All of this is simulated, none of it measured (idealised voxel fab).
voxel wiring stack: a process module
Cross-section cut spans 240 nm and uses square cells 5 nm in size.
Cross-sections here: square-cell grids, written as top-down lists of bands, a band being one or more rows of cells. The entry gives the band's vertical extent as a top height and a bottom height in nm, then its horizontal make-up as materials from left to right, each with a width in nm. "blank" stands for empty space; a single material marked "all across" fills the band edge to edge. The reference from which all heights are counted is 0, the level beneath which the as-received wafer is entirely one material; the lowest band, having no lower bound, proceeds downward and is written after the example "0..down". So if you see something like "30 to 40" for the width, read it as the top row of the band sitting at the first number and the bottom row at the second, with every row in between moving by the same amount as the last. What does "all unchanged" mean for a step? It means no cell of the cross-section changed in that step. Empty spaces without an open route to the top, at least 8 cells in extent, make up the entry "Completely enclosed voids"; each is given as width x height at distance, where the distance is measured from the left edge, and all are in nm. If you see something after the settings on a step's line, that's the simulator's own remark about that step. When a step includes a mask, the "overlay nm" setting on its line states how far to the right of its planned place that mask lay, and negative values state how far to the left.
Here's what the planned process steps look like
1 RECEIVE (material Si)
2 CONFORMAL_DEP (material SiO2; thk nm 15)
3 CONFORMAL_DEP (material SiCN; thk nm 5)
4 DIRECTIONAL_DEP (material lowk; thk nm 20)
5 PATTERN (tone open; mask id METAL_1; material resist; width nm 20; pitch nm 45; thk nm 15; overlay nm 0)
6 DIRECTIONAL_ETCH (etch materials lowk; depth nm 20)
7 DIRECTIONAL_ETCH (etch materials SiCN; depth nm 5)
8 STRIP (etch materials resist)
9 CONFORMAL_DEP (material TiN; thk nm 5)
10 FILL_DEP (material Cu; thk nm 10)
11 CMP (height nm 40)
12 EPI (material Ru; thk nm 5)
13 FILL_DEP (material SiCN; thk nm 5)
14 DIRECTIONAL_DEP (material SiO2; thk nm 25)
15 MASKED_ETCH (tone open; mask id METAL_2; width nm 20; pitch nm 45; etch materials SiO2; depth nm 15; overlay nm 0)
16 PATTERN (tone open; mask id METAL_2_HOLES; material resist; width nm 15; pitch nm 45; thk nm 20; overlay nm 0)
17 DIRECTIONAL_ETCH (etch materials SiO2; depth nm 10)
18 DIRECTIONAL_ETCH (etch materials SiCN; depth nm 5)
19 STRIP (etch materials resist)
20 CONFORMAL_DEP (material TiN; thk nm 5)
21 FILL_DEP (material Cu; thk nm 10)
22 CMP (height nm 75)
23 CONFORMAL_DEP (material SiCN; thk nm 5)
24 DIRECTIONAL_DEP (material SiO2; thk nm 30)
25 PATTERN (tone open; mask id METAL_3; material resist; width nm 20; pitch nm 45; thk nm 20; overlay nm 0)
26 DIRECTIONAL_ETCH (etch materials SiO2; depth nm 20)
27 STRIP (etch materials resist)
28 MASKED_ETCH (tone open; mask id METAL_3_HOLES; width nm 15; pitch nm 45; etch materials SiO2; depth nm 10; overlay nm 0)
29 MASKED_ETCH (tone open; mask id METAL_3_HOLES; width nm 15; pitch nm 45; etch materials SiCN; depth nm 5; overlay nm 0)
30 CONFORMAL_DEP (material TiN; thk nm 5)
31 FILL_DEP (material Cu; thk nm 10)
32 CMP (height nm 110)
33 CONFORMAL_DEP (material SiCN; thk nm 5)
varied across the wafers: thk nm of step 3. The plan shows the first wafer's value. All wafers start alike
First wafer as received, after step 1
0..down = Si all across
Completely enclosed voids: none
The figure below presents a cross-section of the first of several wafers at the conclusion of the module, following its last step, step 33
115..110 = SiCN all across
110..95 = SiO2 65 nm; TiN 5 nm; Cu 10 nm; TiN 5 nm; SiO2 25 nm; TiN 5 nm; Cu 10 nm; TiN 5 nm; SiO2 25 nm; TiN 5 nm; Cu 10 nm; TiN 5 nm; SiO2 65 nm
95..90 = SiO2 65 nm; TiN 5 nm; Cu 5 nm; TiN 10 nm; SiO2 25 nm; TiN 5 nm; Cu 5 nm; TiN 10 nm; SiO2 25 nm; TiN 5 nm; Cu 5 nm; TiN 10 nm; SiO2 65 nm
90..80 = SiO2 65 nm; TiN 5 nm; Cu 5 nm; TiN 5 nm; SiO2 30 nm; TiN 5 nm; Cu 5 nm; TiN 5 nm; SiO2 30 nm; TiN 5 nm; Cu 5 nm; TiN 5 nm; SiO2 70 nm
80..75 = SiCN 65 nm; TiN 15 nm; SiCN 30 nm; TiN 15 nm; SiCN 30 nm; TiN 15 nm; SiCN 70 nm
75..65 = SiO2 65 nm; TiN 5 nm; Cu 10 nm; TiN 5 nm; SiO2 25 nm; TiN 5 nm; Cu 10 nm; TiN 5 nm; SiO2 25 nm; TiN 5 nm; Cu 10 nm; TiN 5 nm; SiO2 65 nm
65..60 = SiO2 65 nm; TiN 5 nm; Cu 5 nm; TiN 10 nm; SiO2 25 nm; TiN 5 nm; Cu 5 nm; TiN 10 nm; SiO2 25 nm; TiN 5 nm; Cu 5 nm; TiN 10 nm; SiO2 65 nm
60..50 = SiO2 65 nm; TiN 5 nm; Cu 5 nm; TiN 5 nm; SiO2 30 nm; TiN 5 nm; Cu 5 nm; TiN 5 nm; SiO2 30 nm; TiN 5 nm; Cu 5 nm; TiN 5 nm; SiO2 70 nm
50..45 = SiCN 65 nm; TiN 15 nm; SiCN 30 nm; TiN 15 nm; SiCN 30 nm; TiN 15 nm; SiCN 70 nm
45..40 = SiCN 60 nm; Ru 30 nm; SiCN 15 nm; Ru 30 nm; SiCN 15 nm; Ru 30 nm; SiCN 60 nm
40..20 = lowk 65 nm; TiN 5 nm; Cu 10 nm; TiN 5 nm; lowk 25 nm; TiN 5 nm; Cu 10 nm; TiN 5 nm; lowk 25 nm; TiN 5 nm; Cu 10 nm; TiN 5 nm; lowk 65 nm
20..15 = SiCN 65 nm; TiN 20 nm; SiCN 25 nm; TiN 20 nm; SiCN 25 nm; TiN 20 nm; SiCN 65 nm
15..0 = SiO2 all across
0..down = Si all across
Completely enclosed voids: none
Showing the last wafer in cross-section at the end of the module
115..110 = SiCN all across
110..95 = SiO2 65 nm; TiN 5 nm; Cu 10 nm; TiN 5 nm; SiO2 25 nm; TiN 5 nm; Cu 10 nm; TiN 5 nm; SiO2 25 nm; TiN 5 nm; Cu 10 nm; TiN 5 nm; SiO2 65 nm
95..90 = SiO2 65 nm; TiN 5 nm; Cu 5 nm; TiN 10 nm; SiO2 25 nm; TiN 5 nm; Cu 5 nm; TiN 10 nm; SiO2 25 nm; TiN 5 nm; Cu 5 nm; TiN 10 nm; SiO2 65 nm
90..80 = SiO2 65 nm; TiN 5 nm; Cu 5 nm; TiN 5 nm; SiO2 30 nm; TiN 5 nm; Cu 5 nm; TiN 5 nm; SiO2 30 nm; TiN 5 nm; Cu 5 nm; TiN 5 nm; SiO2 70 nm
80..75 = SiCN 65 nm; TiN 15 nm; SiCN 30 nm; TiN 15 nm; SiCN 30 nm; TiN 15 nm; SiCN 70 nm
75..65 = SiO2 65 nm; TiN 5 nm; Cu 10 nm; TiN 5 nm; SiO2 25 nm; TiN 5 nm; Cu 10 nm; TiN 5 nm; SiO2 25 nm; TiN 5 nm; Cu 10 nm; TiN 5 nm; SiO2 65 nm
65..60 = SiO2 65 nm; TiN 5 nm; Cu 5 nm; TiN 10 nm; SiO2 25 nm; TiN 5 nm; Cu 5 nm; TiN 10 nm; SiO2 25 nm; TiN 5 nm; Cu 5 nm; TiN 10 nm; SiO2 65 nm
60..50 = SiO2 65 nm; TiN 5 nm; Cu 5 nm; TiN 5 nm; SiO2 30 nm; TiN 5 nm; Cu 5 nm; TiN 5 nm; SiO2 30 nm; TiN 5 nm; Cu 5 nm; TiN 5 nm; SiO2 70 nm
50..45 = SiCN 65 nm; TiN 15 nm; SiCN 30 nm; TiN 15 nm; SiCN 30 nm; TiN 15 nm; SiCN 70 nm
45..40 = SiCN 60 nm; Ru 30 nm; SiCN 15 nm; Ru 30 nm; SiCN 15 nm; Ru 30 nm; SiCN 60 nm
40..35 = lowk 65 nm; TiN 5 nm; Cu 10 nm; TiN 5 nm; lowk 25 nm; TiN 5 nm; Cu 10 nm; TiN 5 nm; lowk 25 nm; TiN 5 nm; Cu 10 nm; TiN 5 nm; lowk 65 nm
35..30 = SiCN 65 nm; TiN 20 nm; SiCN 25 nm; TiN 20 nm; SiCN 25 nm; TiN 20 nm; SiCN 65 nm
30..15 = SiCN all across
15..0 = SiO2 all across
0..down = Si all across
Completely enclosed voids: none
Take any row and you have a wafer at the end of the module: how many cells of each material it has gained (+) or lost (-) since it was received, and then its closed voids
thk nm 5, +72 Cu, +18 Ru, +192 SiCN, +552 SiO2, +126 TiN, +144 lowk, Completely enclosed voids: none
thk nm 10, +66 Cu, +18 Ru, +240 SiCN, +552 SiO2, +120 TiN, +108 lowk, Completely enclosed voids: none
thk nm 15, +60 Cu, +18 Ru, +288 SiCN, +552 SiO2, +114 TiN, +72 lowk, Completely enclosed voids: none
thk nm 20, +54 Cu, +18 Ru, +336 SiCN, +552 SiO2, +108 TiN, +36 lowk, Completely enclosed voids: none
